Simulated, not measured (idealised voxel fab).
process module | voxel capacitor over wiring
cross-section cut | 220 nm wide | cells 5 nm
A cross-section is a grid of square cells, given in bands from the top down. A band is one or more rows of cells.
Each band's line starts with the height of the band's top and of its bottom, in nm. Then come its materials from left to right, each with its width in nm. One material with "throughout" fills the band from edge to edge. "air" is empty space.
Height 0 is the level under which the wafer as received is all one material. The lowest band goes on downwards, as in "0 down".
A width such as "30 to 40" changes by the same amount from each row of cells to the next, from the band's top row to its bottom row.
"no change" after a step means that no cell of the cross-section changed.
closed voids: empty space of 8 cells or more with no open way to the top, each as width x height at its distance from the left edge, in nm
after a step's settings: what the simulator itself notes on the step
overlay nm, on a step with a mask: how far to the right of its planned place the mask lay; to the left if negative
plan
1 op RECEIVE | material Si
2 op CONFORMAL_DEP | material SiO2 | thk nm 10
3 op DIRECTIONAL_DEP | material TiN | thk nm 5
4 op DIRECTIONAL_DEP | material W | thk nm 20
5 op MASKED_ETCH | tone cover | mask id METAL_1 | width nm 30 | pitch nm 100 | etch materials W | depth nm 20 | overlay nm 0
6 op MASKED_ETCH | tone cover | mask id METAL_1 | width nm 30 | pitch nm 100 | etch materials TiN | depth nm 5 | overlay nm 0
7 op CONFORMAL_DEP | material SiN | thk nm 5
8 op FILL_DEP | material lowk | thk nm 10
9 op CMP | height nm 35
10 op CONFORMAL_DEP | material SiCN | thk nm 5
11 op DIRECTIONAL_DEP | material lowk | thk nm 15
12 op PATTERN | tone open | mask id PLUG_1 | material resist | width nm 15 | thk nm 15 | overlay nm 0
13 op DIRECTIONAL_ETCH | etch materials lowk | depth nm 15
14 op DIRECTIONAL_ETCH | etch materials SiCN | depth nm 5
15 op STRIP | etch materials resist
16 op EPI | material Ru | thk nm 10
17 op EPI | material Ru | thk nm 10
18 op DIRECTIONAL_DEP | material TiN | thk nm 10
19 op DIRECTIONAL_DEP | material Al2O3 | thk nm 5
20 op DIRECTIONAL_DEP | material TiN | thk nm 5
21 op MASKED_ETCH | tone cover | mask id UPPER_PLATE | width nm 75 | etch materials TiN | depth nm 5 | overlay nm 0
22 op MASKED_ETCH | tone cover | mask id UPPER_PLATE | width nm 75 | etch materials Al2O3 | depth nm 5 | overlay nm -15
23 op MASKED_ETCH | tone cover | mask id LOWER_PLATE | width nm 85 | etch materials TiN | depth nm 10 | overlay nm 0
24 op FILL_DEP | material SiO2 | thk nm 15
25 op CMP | height nm 85
26 op MASKED_ETCH | tone open | mask id PLUG_2 | width nm 15 | etch materials SiO2 | depth nm 10 | overlay nm 0
27 op CONFORMAL_DEP | material TiN | thk nm 5
28 op FILL_DEP | material W | thk nm 10
29 op CMP | height nm 85
30 op CONFORMAL_DEP | material SiN | thk nm 5
varied across the wafers: overlay nm of step 22. The plan shows the first wafer's value. All wafers start alike
first wafer as received, after step 1
  0 down: Si throughout
  closed voids: none
each wafer at the end: cells of each material gained (+) or lost (-) since it was received, then its closed voids
overlay nm -15 | +18 Al2O3 | +12 Ru | +41 SiCN | +92 SiN | +275 SiO2 | +70 TiN | +49 W | +235 lowk | closed voids: none
overlay nm -10 | +17 Al2O3 | +12 Ru | +41 SiCN | +92 SiN | +278 SiO2 | +68 TiN | +49 W | +235 lowk | closed voids: none
overlay nm -5 | +16 Al2O3 | +12 Ru | +41 SiCN | +92 SiN | +281 SiO2 | +66 TiN | +49 W | +235 lowk | closed voids: none
overlay nm 0 | +15 Al2O3 | +12 Ru | +41 SiCN | +92 SiN | +282 SiO2 | +66 TiN | +49 W | +235 lowk | closed voids: none
overlay nm 5 | +16 Al2O3 | +12 Ru | +41 SiCN | +92 SiN | +281 SiO2 | +66 TiN | +49 W | +235 lowk | closed voids: none
overlay nm 10 | +17 Al2O3 | +12 Ru | +41 SiCN | +92 SiN | +278 SiO2 | +68 TiN | +49 W | +235 lowk | closed voids: none
overlay nm 15 | +18 Al2O3 | +12 Ru | +41 SiCN | +92 SiN | +275 SiO2 | +70 TiN | +49 W | +235 lowk | closed voids: none
